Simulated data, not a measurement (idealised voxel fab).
Presented below is a process module, voxel lift off.
In the cross-section labelled cut, the width is 295 nm and each square cell is 5 nm.
Cross-section format: a grid of square cells, given as bands from top to bottom; each band is one or more rows of cells.
Quick guide to a band line: top height, bottom height (nm) up front; then every material left to right with its width in nm. Only one material and it's marked "throughout"? Then it fills the band edge to edge. And "blank" just means empty space.
Heights from 0 (as-received wafer is one material below). Bottom band endless downward, as "top 0, no bottom".
You'd read "30 to 40" like this: the band's top row of cells is as wide as the first number, its bottom row is as wide as the second, and going down, every row changes width by the same amount as the row before did.
Given "no change occurred" for a step, no cell of the cross-section differs between before and after that step.
Heads up: "Enclosed internal cavities" only lists the empty pockets with no open path to the top that are 8 cells or more, and it writes them as width x height at distance, distance from the left edge, in nm.
If you see something after the settings on a step's line, that's the simulator's own remark about that step.
overlay nm: step with mask; distance mask lay right of planned place; negative value = left of planned place.
### The following list gives the planned process steps
1,RECEIVE,material Si
2,CONFORMAL_DEP,material SiN,thk nm 15
3,PATTERN,tone open,mask id LINES,material resist,width nm 20,pitch nm 35,thk nm 30,overlay nm -15
4,DIRECTIONAL_DEP,material Ru,thk nm 15
5,STRIP,etch materials resist
6,CONFORMAL_DEP,material SiN,thk nm 5
Quick note for whoever runs this: the wafers start identical, but the overlay nm at step 3 isn't the same across them. The plan just shows what the first wafer had.
### Cross-section of the first of several wafers as received (after step 1)
	top 0, no bottom  Si throughout
	Enclosed internal cavities: none
### first wafer at the end, after step 6
	top 35, bottom 30  blank 100 / SiN 30 / blank 5 / SiN 30 / blank 130
	top 30, bottom 20  blank 100 / SiN 5 / Ru 20 / SiN 5 / blank 5 / SiN 5 / Ru 20 / SiN 5 / blank 130
	top 20, bottom 15  SiN 105 / Ru 20 / SiN 15 / Ru 20 / SiN 135
	top 15, bottom 0  SiN throughout
	top 0, no bottom  Si throughout
	Enclosed internal cavities: none
### The module's end: a cross-section of the last wafer
	top 35, bottom 30  blank 130 / SiN 30 / blank 5 / SiN 30 / blank 100
	top 30, bottom 20  blank 130 / SiN 5 / Ru 20 / SiN 5 / blank 5 / SiN 5 / Ru 20 / SiN 5 / blank 100
	top 20, bottom 15  SiN 135 / Ru 20 / SiN 15 / Ru 20 / SiN 105
	top 15, bottom 0  SiN throughout
	top 0, no bottom  Si throughout
	Enclosed internal cavities: none
### So in this table every wafer gets its own row, and what you see is where it stands at the end of the module: for each material, how many cells it picked up (+) or gave up (-) since we received it, and after that its closed voids
overlay nm -15 | +24 Ru | +248 SiN | Enclosed internal cavities: none
overlay nm -10 | +24 Ru | +248 SiN | Enclosed internal cavities: none
overlay nm -5 | +24 Ru | +248 SiN | Enclosed internal cavities: none
overlay nm 0 | +24 Ru | +248 SiN | Enclosed internal cavities: none
overlay nm 5 | +24 Ru | +248 SiN | Enclosed internal cavities: none
overlay nm 10 | +24 Ru | +248 SiN | Enclosed internal cavities: none
overlay nm 15 | +24 Ru | +248 SiN | Enclosed internal cavities: none
